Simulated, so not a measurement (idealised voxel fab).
The process module presented herein is designated voxel self aligned contacts.
We display cut, a cross-section 300 nm in width whose square cells are each 5 nm.
Format of a cross-section: grid, square cells. Given as bands. Order: top down. Band: one or more rows of cells.
For a band, the entry starts with two heights in nm, that of the top and then that of the bottom, and carries on with the band's materials in order from left to right, each alongside its width in nm; the word "everywhere" beside a single material means it fills the band edge to edge, and "blank" means empty space.
Where do heights start? At 0: under that level the wafer as delivered is made of one material only. And the lowest band has no floor; it just carries on downward, as in "0 nm and below".
Think of "30->40" as a width that walks from the first number to the second as you go down the band, top row to bottom row, taking equal-sized steps from row to row.
Where a step carries "no alterations made", the cross-section came out of it unchanged, cell for cell.
"Non-vented voids" lists enclosed empty spaces (at least 8 cells, no open path upward to the top), each as width x height at distance from the left edge, in nm.
Note: text after step settings on the step line = simulator remark on that step.
overlay nm: on a step with a mask, how far right of its planned place the mask lay; negative means left.
**The process steps that were planned are listed below**
| 1 | RECEIVE (material Si) |
| 2 | OXIDIZE (depth nm 5) |
| 3 | DIRECTIONAL_DEP (material polySi; thk nm 20) |
| 4 | DIRECTIONAL_DEP (material SiN; thk nm 15) |
| 5 | PATTERN (tone cover; mask id GATE; material resist; width nm 35; pitch nm 60; thk nm 20; overlay nm -15) |
| 6 | DIRECTIONAL_ETCH (etch materials SiN; depth nm 15) |
| 7 | DIRECTIONAL_ETCH (etch materials polySi; depth nm 20) |
| 8 | STRIP (etch materials resist) |
| 9 | CONFORMAL_DEP (material SiN; thk nm 5) |
| 10 | DIRECTIONAL_ETCH (etch materials SiN; depth nm 5) |
| 11 | FILL_DEP (material SiO2; thk nm 15) |
| 12 | CMP (height nm 45) |
| 13 | PATTERN (tone open; mask id CONTACT; material resist; width nm 35; thk nm 15; overlay nm 0) |
| 14 | DIRECTIONAL_ETCH (etch materials SiO2; depth nm 50) |
| 15 | STRIP (etch materials resist) |
| 16 | CONFORMAL_DEP (material TiN; thk nm 5) |
| 17 | FILL_DEP (material Ru; thk nm 10) |
| 18 | CMP (height nm 45) |
| 19 | CONFORMAL_DEP (material SiN; thk nm 5) |
Keep in mind the plan's value for the overlay nm of step 5 comes from the first wafer; the wafers don't share that setting, but they do share the same starting point.
**Received wafers, first of several: cross-section after step 1**
* 0 nm and below = Si everywhere
* Non-vented voids: none
**The rows of the table below are wafers. Looking at the end of the module, a row counts, for every material, the cells the wafer has gained, shown as (+), or lost, shown as (-), since it was received; its closed voids come next**
overlay nm -15; +5 Ru; -60 Si; +130 SiN; +444 SiO2; +25 TiN; +56 polySi; Non-vented voids: none
overlay nm -10; +13 Ru; -60 Si; +130 SiN; +436 SiO2; +25 TiN; +56 polySi; Non-vented voids: none
overlay nm -5; +13 Ru; -60 Si; +130 SiN; +436 SiO2; +25 TiN; +56 polySi; Non-vented voids: none
overlay nm 0; +13 Ru; -60 Si; +130 SiN; +436 SiO2; +25 TiN; +56 polySi; Non-vented voids: none
overlay nm 5; +13 Ru; -60 Si; +130 SiN; +436 SiO2; +25 TiN; +56 polySi; Non-vented voids: none
overlay nm 10; +13 Ru; -60 Si; +130 SiN; +436 SiO2; +25 TiN; +56 polySi; Non-vented voids: none
overlay nm 15; +5 Ru; -60 Si; +130 SiN; +444 SiO2; +25 TiN; +56 polySi; Non-vented voids: none
